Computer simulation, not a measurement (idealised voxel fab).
Process module under the name voxel capacitor over wiring
The cross-section on display is named cut; it measures 270 nm wide, and its cells are 5 nm squares.
A cross-section is a grid of square cells, given in bands from the top down. A band is one or more rows of cells.
Heads up on the band format: heights come first, top then bottom, in nm. After that it's the materials left to right, each with its width in nm. A single material flagged "edge to edge" fills the whole band edge to edge, and "empty" means there's empty space there.
Measure heights from 0. That's the level where, below it, the as-received wafer is all one material. The lowest band is bottomless and extends downward; write it as in "0 -> down".
It should be noted that a width expressed as "30..40" varies in equal increments from row to row of cells within the band, taking the value of the first number at the top row and that of the second number at the bottom row.
"changes: none", as given for a step, is the statement that not any cell of the cross-section underwent a change during that step.
The list in "Enclosed void catalog" covers empty spaces of 8 cells or more that cannot reach the top through any open way, and it gives each as width x height at distance; the distance is from the left edge, and width, height and distance are in nm.
Whatever follows a step's settings on its line is a remark the simulator itself makes about that step.
overlay nm: for a step with a mask, the amount by which the mask lay right of where it was planned; a negative amount means left of it.

Planned step list for the process
1 RECEIVE with material Si
2 CONFORMAL_DEP with material SiO2, thk nm 15
3 CONFORMAL_DEP with material SiN, thk nm 5
4 DIRECTIONAL_DEP with material SiO2, thk nm 20
5 PATTERN with tone open, mask id METAL_1, material resist, width nm 30, pitch nm 90, thk nm 20, overlay nm 0
6 DIRECTIONAL_ETCH with etch materials SiO2, depth nm 20
7 DIRECTIONAL_ETCH with etch materials SiN, depth nm 5
8 STRIP with etch materials resist
9 CONFORMAL_DEP with material TiN, thk nm 5
10 FILL_DEP with material Ru, thk nm 10
11 CMP with height nm 40
12 EPI with material Ru, thk nm 5
13 FILL_DEP with material SiCN, thk nm 5
14 DIRECTIONAL_DEP with material lowk, thk nm 15
15 DIRECTIONAL_DEP with material aC, thk nm 10
16 PATTERN with tone open, mask id PLUG_1, material resist, width nm 15, thk nm 25, overlay nm 0
17 DIRECTIONAL_ETCH with etch materials aC, depth nm 10
18 STRIP with etch materials resist
19 DIRECTIONAL_ETCH with etch materials lowk, depth nm 15
20 DIRECTIONAL_ETCH with etch materials SiCN, depth nm 5
21 STRIP with etch materials aC
22 CONFORMAL_DEP with material TiN, thk nm 5
23 FILL_DEP with material Cu, thk nm 5
24 CMP with height nm 65
25 DIRECTIONAL_DEP with material TiN, thk nm 5
26 DIRECTIONAL_DEP with material Al2O3, thk nm 5
27 DIRECTIONAL_DEP with material TiN, thk nm 10
28 DIRECTIONAL_DEP with material aC, thk nm 15
29 PATTERN with tone cover, mask id UPPER_PLATE, material resist, width nm 65, thk nm 35, overlay nm 0
30 DIRECTIONAL_ETCH with etch materials aC, depth nm 15
31 STRIP with etch materials resist
32 DIRECTIONAL_ETCH with etch materials TiN, depth nm 10
33 DIRECTIONAL_ETCH with etch materials Al2O3, depth nm 5
34 STRIP with etch materials aC
35 PATTERN with tone cover, mask id LOWER_PLATE, material resist, width nm 75, thk nm 20, overlay nm 0
36 DIRECTIONAL_ETCH with etch materials TiN, depth nm 5
37 STRIP with etch materials resist
38 FILL_DEP with material SiO2, thk nm 15
39 CMP with height nm 95
40 MASKED_ETCH with tone open, mask id PLUG_2, width nm 15, etch materials SiO2, depth nm 10, overlay nm 0
41 CONFORMAL_DEP with material TiN, thk nm 5
42 FILL_DEP with material Cu, thk nm 10
43 CMP with height nm 95
44 CONFORMAL_DEP with material SiCN, thk nm 5

This is the cross-section of the wafer as we received it, i.e. after step 1
* 0 -> down: Si edge to edge
* Enclosed void catalog: none

Result of the module, cross-sectioned: start per above, plan per above, one error in how it was run
* 100 -> 95: SiCN edge to edge
* 95 -> 90: SiO2 100 nm | TiN 5 nm | Cu 5 nm | TiN 5 nm | SiO2 155 nm
* 90 -> 85: SiO2 100 nm | TiN 15 nm | SiO2 155 nm
* 85 -> 75: SiO2 90 nm | TiN 65 nm | SiO2 115 nm
* 75 -> 70: SiO2 90 nm | Al2O3 65 nm | SiO2 115 nm
* 70 -> 65: SiO2 85 nm | TiN 75 nm | SiO2 110 nm
* 65 -> 60: Cu 65 nm | TiN 30 nm | Cu 5 nm | TiN 15 nm | Cu 40 nm | TiN 50 nm | Cu 65 nm
* 60 -> 55: TiN 70 nm | lowk 20 nm | TiN 5 nm | Cu 5 nm | TiN 5 nm | lowk 5 nm | TiN 50 nm | lowk 40 nm | TiN 70 nm
* 55 -> 50: lowk 90 nm | TiN 5 nm | Cu 5 nm | TiN 5 nm | lowk 165 nm
* 50 -> 45: lowk 90 nm | TiN 15 nm | lowk 165 nm
* 45 -> 40: lowk 70 nm | Ru 40 nm | lowk 50 nm | Ru 40 nm | lowk 70 nm
* 40 -> 20: SiO2 75 nm | TiN 5 nm | Ru 20 nm | TiN 5 nm | SiO2 60 nm | TiN 5 nm | Ru 20 nm | TiN 5 nm | SiO2 75 nm
* 20 -> 15: SiN 75 nm | TiN 30 nm | SiN 60 nm | TiN 30 nm | SiN 75 nm
* 15 -> 0: SiO2 edge to edge
* 0 -> down: Si edge to edge
* Enclosed void catalog: none
Against the plan, the run slipped here: step 13 of the plan: omitted, not performed
